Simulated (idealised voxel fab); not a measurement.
voxel self aligned vias: a process module
For reference, the cross-section in this document is cut, with width 270 nm and square cells of 5 nm.
Cross-section, as written here: a square-cell grid given band by band from the top down, where a band holds one or more rows of cells.
Look at the band entry: it leads with the top's height and the bottom's height in nm. Then it lists the materials left to right, with a width in nm for each. The word "full width" on a single material says that material fills the band edge to edge. The word "empty" is empty space.
Measure heights from 0. That's the level where, below it, the as-received wafer is all one material. The lowest band is bottomless and extends downward; write it as in "from 0 down".
You'd read "30..40" like this: the band's top row of cells is as wide as the first number, its bottom row is as wide as the second, and going down, every row changes width by the same amount as the row before did.
Reading "nothing altered" for a step: not a cell of the cross-section changed in it.
"Enclosed voids" lists enclosed empty spaces (at least 8 cells, no open path upward to the top), each as width x height at distance from the left edge, in nm.
Read whatever lies past the settings on a step's line as the simulator's own remark about the step.
Each step line may optionally specify "overlay nm", which for a step with a mask gives the rightward distance between the mask's planned place and where it lay, a negative value indicating the leftward direction.

-- The steps planned for the process are as follows
step 1: RECEIVE | material Si
step 2: CONFORMAL_DEP | material SiO2 | thk nm 10
step 3: CONFORMAL_DEP | material SiCN | thk nm 5
step 4: DIRECTIONAL_DEP | material lowk | thk nm 20
step 5: MASKED_ETCH | tone open | mask id LINES | width nm 20 | pitch nm 70 | etch materials lowk | depth nm 20 | overlay nm 0
step 6: CONFORMAL_DEP | material TiN | thk nm 5
step 7: FILL_DEP | material Ru | thk nm 10
step 8: CMP | height nm 35
step 9: SELECTIVE_ETCH | etch materials W Ru TiN | depth nm 5
step 10: FILL_DEP | material SiN | thk nm 5
step 11: CMP | height nm 35
step 12: DIRECTIONAL_DEP | material lowk | thk nm 20
step 13: DIRECTIONAL_DEP | material aC | thk nm 15
step 14: PATTERN | tone open | mask id VIAS | material resist | width nm 40 | pitch nm 70 | thk nm 30 | overlay nm 0
step 15: DIRECTIONAL_ETCH | etch materials aC | depth nm 15
step 16: STRIP | etch materials resist
step 17: DIRECTIONAL_ETCH | etch materials lowk | depth nm 20
step 18: DIRECTIONAL_ETCH | etch materials SiN | depth nm 5
step 19: STRIP | etch materials aC
step 20: CONFORMAL_DEP | material TiN | thk nm 5
step 21: FILL_DEP | material Ru | thk nm 10
step 22: CMP | height nm 55
step 23: CONFORMAL_DEP | material SiCN | thk nm 5

-- Cross-section: wafer on arrival = after step 1
- from 0 down = Si full width
- Enclosed voids: none

-- End-of-module cross-section of the first of two wafers, processed as planned
- from 60 to 55 = SiCN full width
- from 55 to 40 = 80 nm lowk  5 nm TiN  30 nm Ru  5 nm TiN  30 nm lowk  5 nm TiN  30 nm Ru  5 nm TiN  80 nm lowk
- from 40 to 35 = 80 nm lowk  15 nm TiN  10 nm Ru  15 nm TiN  30 nm lowk  15 nm TiN  10 nm Ru  15 nm TiN  80 nm lowk
- from 35 to 30 = 90 nm lowk  20 nm TiN  50 nm lowk  20 nm TiN  90 nm lowk
- from 30 to 20 = 90 nm lowk  5 nm TiN  10 nm Ru  5 nm TiN  50 nm lowk  5 nm TiN  10 nm Ru  5 nm TiN  90 nm lowk
- from 20 to 15 = 90 nm lowk  20 nm TiN  50 nm lowk  20 nm TiN  90 nm lowk
- from 15 to 10 = SiCN full width
- from 10 to 0 = SiO2 full width
- from 0 down = Si full width
- Enclosed voids: none

-- Cross-section of the latter of the two wafers at module completion. It had an identical start and an identical plan to the former; in running it, one mistake was made
- from 60 to 55 = SiCN full width
- from 55 to 35 = 80 nm lowk  5 nm TiN  30 nm Ru  5 nm TiN  30 nm lowk  5 nm TiN  30 nm Ru  5 nm TiN  80 nm lowk
- from 35 to 30 = 80 nm lowk  40 nm TiN  30 nm lowk  40 nm TiN  80 nm lowk
- from 30 to 20 = 80 nm lowk  15 nm TiN  10 nm Ru  15 nm TiN  30 nm lowk  15 nm TiN  10 nm Ru  15 nm TiN  80 nm lowk
- from 20 to 15 = 80 nm lowk  40 nm TiN  30 nm lowk  40 nm TiN  80 nm lowk
- from 15 to 10 = SiCN full width
- from 10 to 0 = SiO2 full width
- from 0 down = Si full width
- Enclosed voids: none
What was done differently from what was planned? the plan's step 17 ran twice
FYI, end of process, the second wafer has more or fewer cells of some materials than the first: 8 more of Ru | 24 more of TiN | 32 fewer of lowk
